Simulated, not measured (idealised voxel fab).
Title: Process Module voxel self aligned contacts
The width of the displayed cross-section, cut, is 295 nm; its cells are square, with a size of 5 nm.
Format of a cross-section: grid, square cells. Given as bands. Order: top down. Band: one or more rows of cells.
Heads up on the band format: heights come first, top then bottom, in nm. After that it's the materials left to right, each with its width in nm. A single material flagged "throughout" fills the whole band edge to edge, and "empty" means there's empty space there.
Ref level 0: as-received wafer is one material below here. Bottom band extends down with no lower bound ("from 0 down").
It should be noted that a width expressed as "30 to 40" varies in equal increments from row to row of cells within the band, taking the value of the first number at the top row and that of the second number at the bottom row.
The cross-section has no changed cell in any step marked "nothing different".
So "Enclosed empty spaces" is basically the list of trapped voids: any empty space of 8 cells or more that can't reach the top through an opening. They're written width x height at distance, the distance being from the left edge, and it's all nm.
Post-settings text on a step line: simulator's own remark regarding the step.
"overlay nm" denotes, for a step that has a mask, the displacement of the mask to the right of its planned place, with negative values corresponding to the left.
## Process steps foreseen in the plan
1 RECEIVE | material Si
2 OXIDIZE | depth nm 5
3 DIRECTIONAL_DEP | material polySi | thk nm 30
4 DIRECTIONAL_DEP | material SiN | thk nm 20
5 DIRECTIONAL_DEP | material aC | thk nm 10
6 PATTERN | tone cover | mask id GATE | material resist | width nm 25 | pitch nm 50 | thk nm 25 | overlay nm -15
7 DIRECTIONAL_ETCH | etch materials aC | depth nm 10
8 STRIP | etch materials resist
9 DIRECTIONAL_ETCH | etch materials SiN | depth nm 20
10 DIRECTIONAL_ETCH | etch materials polySi | depth nm 30
11 STRIP | etch materials aC
12 CONFORMAL_DEP | material SiN | thk nm 5
13 DIRECTIONAL_ETCH | etch materials SiN | depth nm 5
14 FILL_DEP | material SiO2 | thk nm 15
15 CMP | height nm 60
16 DIRECTIONAL_DEP | material aC | thk nm 15
17 PATTERN | tone open | mask id CONTACT | material resist | width nm 35 | pitch nm 50 | thk nm 30 | overlay nm 0
18 DIRECTIONAL_ETCH | etch materials aC | depth nm 15
19 STRIP | etch materials resist
20 DIRECTIONAL_ETCH | etch materials SiO2 | depth nm 65
21 STRIP | etch materials aC
22 CONFORMAL_DEP | material TiN | thk nm 5
23 FILL_DEP | material Ru | thk nm 5
24 CMP | height nm 60
25 CONFORMAL_DEP | material SiN | thk nm 5
Split variable: overlay nm, step 6. Plan value = first wafer. Wafers start alike.
## First wafer of several, as received: cross-section after step 1
* from 0 down: Si throughout
* Enclosed empty spaces: none
## End of module, by wafer: material-by-material cell gain (+) or loss (-) since receipt, then closed voids
overlay nm -15; +10 Ru; -59 Si; +179 SiN; +485 SiO2; +62 TiN; +90 polySi; Enclosed empty spaces: none
overlay nm -10; +32 Ru; -59 Si; +179 SiN; +463 SiO2; +62 TiN; +90 polySi; Enclosed empty spaces: none
overlay nm -5; +32 Ru; -59 Si; +179 SiN; +463 SiO2; +62 TiN; +90 polySi; Enclosed empty spaces: none
overlay nm 0; +32 Ru; -59 Si; +179 SiN; +463 SiO2; +62 TiN; +90 polySi; Enclosed empty spaces: none
overlay nm 5; +32 Ru; -59 Si; +179 SiN; +463 SiO2; +62 TiN; +90 polySi; Enclosed empty spaces: none
overlay nm 10; +32 Ru; -59 Si; +179 SiN; +463 SiO2; +62 TiN; +90 polySi; Enclosed empty spaces: none
overlay nm 15; +10 Ru; -59 Si; +179 SiN; +485 SiO2; +62 TiN; +90 polySi; Enclosed empty spaces: none
